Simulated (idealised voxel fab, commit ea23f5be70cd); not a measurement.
process module | voxel self aligned vias
cross-section cut | 220 nm wide | cells 5 nm
A cross-section is a grid of square cells, given in bands from the top down. A band is one or more rows of cells.
Each band's line starts with the height of the band's top and of its bottom, in nm. Then come its materials from left to right, each with its width in nm. One material with "throughout" fills the band from edge to edge. "air" is empty space.
Height 0 is the level under which the wafer as received is all one material. The lowest band goes on downwards, as in "0 down".
A width such as "30 to 40" changes by the same amount from each row of cells to the next, from the band's top row to its bottom row.
"no change" after a step means that no cell of the cross-section changed.
closed voids: empty space of 8 cells or more with no open way to the top, each as width x height at its distance from the left edge, in nm
after a step's settings: what the simulator itself notes on the step
overlay nm, on a step with a mask: how far to the right of its planned place the mask lay; to the left if negative
plan
1 op RECEIVE | material Si
2 op CONFORMAL_DEP | material SiO2 | thk nm 10
3 op CONFORMAL_DEP | material SiCN | thk nm 5
4 op DIRECTIONAL_DEP | material lowk | thk nm 20
5 op PATTERN | tone open | mask id LINES | material resist | width nm 25 | pitch nm 70 | thk nm 20 | overlay nm 0
6 op DIRECTIONAL_ETCH | etch materials lowk | depth nm 20
7 op STRIP | etch materials resist
8 op CONFORMAL_DEP | material TiN | thk nm 5
9 op FILL_DEP | material Ru | thk nm 5
10 op CMP | height nm 35
11 op SELECTIVE_ETCH | etch materials W Ru TiN | depth nm 10
12 op FILL_DEP | material SiN | thk nm 5
13 op CMP | height nm 35
14 op DIRECTIONAL_DEP | material lowk | thk nm 20
15 op DIRECTIONAL_DEP | material aC | thk nm 10
16 op PATTERN | tone open | mask id VIAS | material resist | width nm 45 | pitch nm 70 | thk nm 25 | overlay nm 0
17 op DIRECTIONAL_ETCH | etch materials aC | depth nm 10
18 op STRIP | etch materials resist
19 op DIRECTIONAL_ETCH | etch materials lowk | depth nm 20
20 op DIRECTIONAL_ETCH | etch materials SiN | depth nm 10
21 op STRIP | etch materials aC
22 op CONFORMAL_DEP | material TiN | thk nm 5
23 op FILL_DEP | material Ru | thk nm 10
24 op CMP | height nm 55
25 op CONFORMAL_DEP | material SiCN | thk nm 5
as received, after step 1
  0 down: Si throughout
  closed voids: none
first wafer at the end, as planned
  60 to 55: SiCN throughout
  55 to 40: lowk 50 | TiN 5 | Ru 35 | TiN 5 | lowk 25 | TiN 5 | Ru 35 | TiN 5 | lowk 55
  40 to 30: lowk 50 to 60 | TiN 15 to 5 | Ru 15 | TiN 15 to 5 | lowk 25 to 45 | TiN 15 to 5 | Ru 15 | TiN 15 to 5 | lowk 55 to 65
  30 to 25: lowk 60 | TiN 25 | lowk 45 | TiN 25 | lowk 65
  25 to 20: lowk 60 | TiN 5 | Ru 15 | TiN 5 | lowk 45 | TiN 5 | Ru 15 | TiN 5 | lowk 65
  20 to 15: lowk 60 | TiN 25 | lowk 45 | TiN 25 | lowk 65
  15 to 10: SiCN throughout
  10 to 0: SiO2 throughout
  0 down: Si throughout
  closed voids: none
second wafer at the end: like start, like plan, one mistake
  60 to 55: SiCN throughout
  55 to 40: lowk 45 | TiN 5 | Ru 45 | TiN 5 | lowk 15 | TiN 5 | Ru 45 | TiN 5 | lowk 50
  40 to 30: lowk 45 to 60 | TiN 20 to 5 | Ru 15 | TiN 20 to 5 | lowk 15 to 45 | TiN 20 to 5 | Ru 15 | TiN 20 to 5 | lowk 50 to 65
  30 to 25: lowk 60 | TiN 25 | lowk 45 | TiN 25 | lowk 65
  25 to 20: lowk 60 | TiN 5 | Ru 15 | TiN 5 | lowk 45 | TiN 5 | Ru 15 | TiN 5 | lowk 65
  20 to 15: lowk 60 | TiN 25 | lowk 45 | TiN 25 | lowk 65
  15 to 10: SiCN throughout
  10 to 0: SiO2 throughout
  0 down: Si throughout
  closed voids: none
what went wrong: step 16 ran as: op PATTERN | tone open | mask id VIAS | material resist | width nm 55 | pitch nm 70 | thk nm 25 | overlay nm 0
at the end the second wafer has, in cells: 12 more of Ru | 4 more of TiN | 16 fewer of lowk
